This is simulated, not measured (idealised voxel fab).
process module | voxel wiring stack
cross-section cut | 215 nm wide | cells 5 nm
A cross-section is a grid of square cells, given in bands from the top down. A band is one or more rows of cells.
Each band's line starts with the height of the band's top and of its bottom, in nm. Then come its materials from left to right, each with its width in nm. One material with "throughout" fills the band from edge to edge. "air" is empty space.
Height 0 is the level under which the wafer as received is all one material. The lowest band goes on downwards, as in "0 down".
A width such as "30 to 40" changes by the same amount from each row of cells to the next, from the band's top row to its bottom row.
"no change" after a step means that no cell of the cross-section changed.
closed voids: empty space of 8 cells or more with no open way to the top, each as width x height at its distance from the left edge, in nm
after a step's settings: what the simulator itself notes on the step
overlay nm, on a step with a mask: how far to the right of its planned place the mask lay; to the left if negative
plan
1 op RECEIVE | material Si
2 op CONFORMAL_DEP | material SiO2 | thk nm 15
3 op CONFORMAL_DEP | material SiCN | thk nm 5
4 op DIRECTIONAL_DEP | material SiO2 | thk nm 25
5 op PATTERN | tone open | mask id METAL_1 | material resist | width nm 20 | pitch nm 45 | thk nm 15 | overlay nm 0
6 op DIRECTIONAL_ETCH | etch materials SiO2 | depth nm 25
7 op DIRECTIONAL_ETCH | etch materials SiCN | depth nm 5
8 op STRIP | etch materials resist
9 op CONFORMAL_DEP | material TiN | thk nm 5
10 op FILL_DEP | material W | thk nm 10
11 op CMP | height nm 45
12 op CONFORMAL_DEP | material SiCN | thk nm 5
13 op DIRECTIONAL_DEP | material lowk | thk nm 10
14 op PATTERN | tone open | mask id PLUG_1 | material resist | width nm 15 | pitch nm 90 | thk nm 20 | overlay nm 0
15 op DIRECTIONAL_ETCH | etch materials lowk | depth nm 10
16 op DIRECTIONAL_ETCH | etch materials SiCN | depth nm 5
17 op STRIP | etch materials resist
18 op CONFORMAL_DEP | material TiN | thk nm 5
19 op FILL_DEP | material Cu | thk nm 5
20 op CMP | height nm 60
21 op CONFORMAL_DEP | material SiCN | thk nm 5
22 op DIRECTIONAL_DEP | material lowk | thk nm 20
23 op DIRECTIONAL_DEP | material aC | thk nm 15
24 op PATTERN | tone open | mask id METAL_2 | material resist | width nm 20 | pitch nm 45 | thk nm 30 | overlay nm 0
25 op DIRECTIONAL_ETCH | etch materials aC | depth nm 15
26 op STRIP | etch materials resist
27 op DIRECTIONAL_ETCH | etch materials lowk | depth nm 20
28 op DIRECTIONAL_ETCH | etch materials SiCN | depth nm 5
29 op STRIP | etch materials aC
30 op CONFORMAL_DEP | material TiN | thk nm 5
31 op FILL_DEP | material Ru | thk nm 10
32 op CMP | height nm 85
33 op CONFORMAL_DEP | material SiCN | thk nm 5
34 op DIRECTIONAL_DEP | material SiO2 | thk nm 30
35 op PATTERN | tone open | mask id METAL_3 | material resist | width nm 20 | pitch nm 45 | thk nm 20 | overlay nm 0
36 op DIRECTIONAL_ETCH | etch materials SiO2 | depth nm 20
37 op STRIP | etch materials resist
38 op MASKED_ETCH | tone open | mask id METAL_3_HOLES | width nm 15 | pitch nm 90 | etch materials SiO2 | depth nm 10 | overlay nm 0
39 op MASKED_ETCH | tone open | mask id METAL_3_HOLES | width nm 15 | pitch nm 90 | etch materials SiCN | depth nm 5 | overlay nm 0
40 op CONFORMAL_DEP | material TiN | thk nm 5
41 op FILL_DEP | material Cu | thk nm 5
42 op CMP | height nm 120
43 op CONFORMAL_DEP | material SiCN | thk nm 5
as received, after step 1
  0 down: Si throughout
  closed voids: none
a wafer at the end: this start, this plan, one mistake
  125 to 120: SiCN throughout
  120 to 105: SiO2 50 | TiN 5 | Cu 10 | TiN 5 | SiO2 25 | TiN 5 | Cu 10 | TiN 5 | SiO2 25 | TiN 5 | Cu 10 | TiN 5 | SiO2 55
  105 to 100: SiO2 50 | TiN 5 | Cu 5 | TiN 10 | SiO2 25 | TiN 20 | SiO2 25 | TiN 5 | Cu 5 | TiN 10 | SiO2 55
  100 to 90: SiO2 50 | TiN 5 | Cu 5 | TiN 5 | SiO2 75 | TiN 5 | Cu 5 | TiN 5 | SiO2 60
  90 to 85: SiCN 50 | TiN 15 | SiCN 75 | TiN 15 | SiCN 60
  85 to 65: lowk 50 | TiN 5 | Ru 10 | TiN 5 | lowk 25 | TiN 5 | Ru 10 | TiN 5 | lowk 25 | TiN 5 | Ru 10 | TiN 5 | lowk 55
  65 to 60: SiCN 50 | TiN 20 | SiCN 25 | TiN 20 | SiCN 25 | TiN 20 | SiCN 55
  60 to 50: lowk 45 | TiN 5 | Cu 15 | TiN 5 | lowk 65 | TiN 5 | Cu 15 | TiN 5 | lowk 55
  50 to 45: SiCN 45 | TiN 25 | SiCN 65 | TiN 25 | SiCN 55
  45 to 20: SiO2 50 | TiN 5 | W 10 | TiN 5 | SiO2 25 | TiN 5 | W 10 | TiN 5 | SiO2 25 | TiN 5 | W 10 | TiN 5 | SiO2 55
  20 to 15: SiCN 50 | TiN 20 | SiCN 25 | TiN 20 | SiCN 25 | TiN 20 | SiCN 55
  15 to 0: SiO2 throughout
  0 down: Si throughout
  closed voids: none
what went wrong: step 14 ran as: op PATTERN | tone open | mask id PLUG_1 | material resist | width nm 25 | pitch nm 90 | thk nm 20 | overlay nm 0
